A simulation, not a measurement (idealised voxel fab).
process module | voxel self aligned vias
This is section cut - it's 245 nm across, gridded in 5 nm square cells.
Cross-section spec: square-cell grid; bands listed top down; each band is one or more rows. Basically the band line says how high the top is and how high the bottom is, in nm, and then what's in it from left to right, every material with its width in nm. Empty space shows up as "blank", and if a single material carries "full width" it runs the full band edge to edge. Convention: height 0 is the level below which the wafer, as received, is all one material. The lowest band does not terminate at the bottom but continues downward, represented as "0 down". The expression "30->40" gives the width at the extremes of the band, the first number at its top row of cells and the second at its bottom row, with the width changing by equal amounts from each row to the next in between. "remains unaltered" (step): cross-section cells unchanged, all of them. Heads up: "Enclosed internal cavities" only lists the empty pockets with no open path to the top that are 8 cells or more, and it writes them as width x height at distance, distance from the left edge, in nm. On each step's line, the part that comes after the settings is the simulator's own comment on the step. The "overlay nm" setting may appear on a step's line; for a step that uses a mask, it gives how far to the right of its planned position the mask lay, and a negative value indicates the left.

-- Below is the list of planned process steps
| 1 | RECEIVE: material Si |
| 2 | CONFORMAL_DEP: material SiO2, thk nm 15 |
| 3 | CONFORMAL_DEP: material SiCN, thk nm 5 |
| 4 | DIRECTIONAL_DEP: material lowk, thk nm 20 |
| 5 | DIRECTIONAL_DEP: material aC, thk nm 10 |
| 6 | PATTERN: tone open, mask id LINES, material resist, width nm 30, pitch nm 70, thk nm 30, overlay nm 0 |
| 7 | DIRECTIONAL_ETCH: etch materials aC, depth nm 10 |
| 8 | STRIP: etch materials resist |
| 9 | DIRECTIONAL_ETCH: etch materials lowk, depth nm 20 |
| 10 | STRIP: etch materials aC |
| 11 | CONFORMAL_DEP: material TiN, thk nm 5 |
| 12 | FILL_DEP: material W, thk nm 10 |
| 13 | CMP: height nm 40 |
| 14 | SELECTIVE_ETCH: etch materials W Ru TiN, depth nm 10 |
| 15 | FILL_DEP: material SiN, thk nm 10 |
| 16 | CMP: height nm 40 |
| 17 | DIRECTIONAL_DEP: material lowk, thk nm 20 |
| 18 | PATTERN: tone open, mask id VIAS, material resist, width nm 40, pitch nm 70, thk nm 15, overlay nm 0 |
| 19 | DIRECTIONAL_ETCH: etch materials lowk, depth nm 20 |
| 20 | DIRECTIONAL_ETCH: etch materials SiN, depth nm 10 |
| 21 | STRIP: etch materials resist |
| 22 | CONFORMAL_DEP: material TiN, thk nm 5 |
| 23 | FILL_DEP: material Ru, thk nm 10 |
| 24 | CMP: height nm 60 |
| 25 | CONFORMAL_DEP: material SiCN, thk nm 5 |

-- As-received wafer cross-section (after step 1)
> 0 down | Si full width
> Enclosed internal cavities: none

-- Here's the cross-section of the first of our two wafers at the end of the module - it ran as planned
> 65 to 60 | SiCN full width
> 60 to 45 | 30 lowk; 5 TiN; 30 Ru; 5 TiN; 30 lowk; 5 TiN; 30 Ru; 5 TiN; 30 lowk; 5 TiN; 30 Ru; 5 TiN; 35 lowk
> 45 to 35 | 30->35 lowk; 10->5 TiN; 20 Ru; 10->5 TiN; 30->40 lowk; 10->5 TiN; 20 Ru; 10->5 TiN; 30->40 lowk; 10->5 TiN; 20 Ru; 10->5 TiN; 35->40 lowk
> 35 to 30 | 35 lowk; 30 TiN; 40 lowk; 30 TiN; 40 lowk; 30 TiN; 40 lowk
> 30 to 25 | 35 lowk; 5 TiN; 20 W; 5 TiN; 40 lowk; 5 TiN; 20 W; 5 TiN; 40 lowk; 5 TiN; 20 W; 5 TiN; 40 lowk
> 25 to 20 | 35 lowk; 30 TiN; 40 lowk; 30 TiN; 40 lowk; 30 TiN; 40 lowk
> 20 to 15 | SiCN full width
> 15 to 0 | SiO2 full width
> 0 down | Si full width
> Enclosed internal cavities: none

-- Presented here is a cross-section of the second of the two wafers as it stood at the end of the module. It was started in the same manner and assigned the same plan as the first wafer; however, one mistake was made in its execution
> 65 to 60 | SiCN full width
> 60 to 40 | 30 lowk; 5 TiN; 30 Ru; 5 TiN; 30 lowk; 5 TiN; 30 Ru; 5 TiN; 30 lowk; 5 TiN; 30 Ru; 5 TiN; 35 lowk
> 40 to 35 | 30 SiN; 5 TiN; 30 Ru; 5 TiN; 30 SiN; 5 TiN; 30 Ru; 5 TiN; 30 SiN; 5 TiN; 30 Ru; 5 TiN; 35 SiN
> 35 to 30 | 30 SiN; 40 TiN; 30 SiN; 40 TiN; 30 SiN; 40 TiN; 35 SiN
> 30 to 25 | 40 TiN; 20 W; 50 TiN; 20 W; 50 TiN; 20 W; 45 TiN
> 25 to 10 | 35 lowk; 5 TiN; 20 W; 5 TiN; 40 lowk; 5 TiN; 20 W; 5 TiN; 40 lowk; 5 TiN; 20 W; 5 TiN; 40 lowk
> 10 to 5 | 35 lowk; 30 TiN; 40 lowk; 30 TiN; 40 lowk; 30 TiN; 40 lowk
> 5 to 0 | SiCN full width
> 0 down | Si full width
> Enclosed internal cavities: none
Misprocessing identified: plan step 2: skipped, not run
The closing comparison, in cells, has the second wafer with more or fewer of some materials than the first: 12 more of Ru | 50 more of SiN | 147 fewer of SiO2 | 49 more of TiN | 36 more of W
